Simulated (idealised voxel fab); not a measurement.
Module name: voxel air gaps (process module)
Displayed cross-section: cut, width of 235 nm, square cells sized 5 nm.
Throughout this document, each cross-section is represented as a grid of square cells and is presented as a sequence of bands enumerated from the top downward, where a band comprises one or more rows of cells.
The band entry comprises the height of the band's top followed by the height of its bottom, expressed in nm, and subsequently the band's materials from left to right, each stated together with its width in nm. Where a single material is marked with the word "all across", that material fills the band from edge to edge. The word "air" represents empty space.
Height 0 is the level under which the wafer as received is all one material. The lowest band goes on downwards, as in "0 nm and below".
A two-number width, for instance "30 to 40", indicates that the width is equal to the first number in the top row of the band and to the second number in the bottom row, and that it changes by a constant amount per row of cells.
"changes: none", as given for a step, is the statement that not any cell of the cross-section underwent a change during that step.
Heads up: "Encapsulated voids" only lists the empty pockets with no open path to the top that are 8 cells or more, and it writes them as width x height at distance, distance from the left edge, in nm.
That trailing text on a step's line, after the settings, is the simulator's own remark on the step.
When a step includes a mask, the "overlay nm" setting on its line states how far to the right of its planned place that mask lay, and negative values state how far to the left.

The process steps that were planned are listed below:
| 1 | RECEIVE with material Si |
| 2 | CONFORMAL_DEP with material SiO2, thk nm 10 |
| 3 | CONFORMAL_DEP with material SiN, thk nm 5 |
| 4 | DIRECTIONAL_DEP with material SiO2, thk nm 40 |
| 5 | DIRECTIONAL_DEP with material aC, thk nm 15 |
| 6 | PATTERN with tone open, mask id LINES, material resist, width nm 25, pitch nm 55, thk nm 30, overlay nm 0 |
| 7 | DIRECTIONAL_ETCH with etch materials aC, depth nm 15 |
| 8 | STRIP with etch materials resist |
| 9 | DIRECTIONAL_ETCH with etch materials SiO2, depth nm 40 |
| 10 | STRIP with etch materials aC |
| 11 | CONFORMAL_DEP with material TiN, thk nm 5 |
| 12 | FILL_DEP with material Cu, thk nm 5 |
| 13 | CMP with height nm 55 |
| 14 | EPI with material Ru, thk nm 10 |
| 15 | SELECTIVE_ETCH with etch materials SiO2, depth nm 50 |
| 16 | CONFORMAL_DEP with material SiCN, thk nm 5 |

Cross-section of the wafer as it came to us, i.e., already through step 1:
  0 nm and below = Si all across
  Encapsulated voids: none

The module was run from the start shown above using the plan shown above, but one mistake was made doing it; the resulting wafer cross-section is below:
  70 nm to 65 nm = air: 5 | aC: 220 | air: 10
  65 nm to 55 nm = air: 5 | aC: 5 | Ru: 45 | aC: 10 | Ru: 45 | aC: 10 | Ru: 45 | aC: 10 | Ru: 45 | aC: 5 | air: 10
  55 nm to 50 nm = air: 5 | aC: 15 | TiN: 5 | Cu: 15 | TiN: 5 | aC: 30 | TiN: 5 | Cu: 15 | TiN: 5 | aC: 30 | TiN: 5 | Cu: 15 | TiN: 5 | aC: 30 | TiN: 5 | Cu: 15 | TiN: 5 | aC: 15 | air: 10
  50 nm to 20 nm = air: 15 | aC: 5 | TiN: 5 | Cu: 15 | TiN: 5 | aC: 5 | air: 20 | aC: 5 | TiN: 5 | Cu: 15 | TiN: 5 | aC: 5 | air: 20 | aC: 5 | TiN: 5 | Cu: 15 | TiN: 5 | aC: 5 | air: 20 | aC: 5 | TiN: 5 | Cu: 15 | TiN: 5 | aC: 5 | air: 20
  20 nm to 15 nm = aC: 20 | TiN: 25 | aC: 30 | TiN: 25 | aC: 30 | TiN: 25 | aC: 30 | TiN: 25 | aC: 25
  15 nm to 10 nm = SiN all across
  10 nm to 0 nm = SiO2 all across
  0 nm and below = Si all across
  Encapsulated voids: 20 x 30 at 50; 20 x 30 at 105; 20 x 30 at 160
Error vs. plan: not per plan at step 16, really ran CONFORMAL_DEP with material aC, thk nm 5
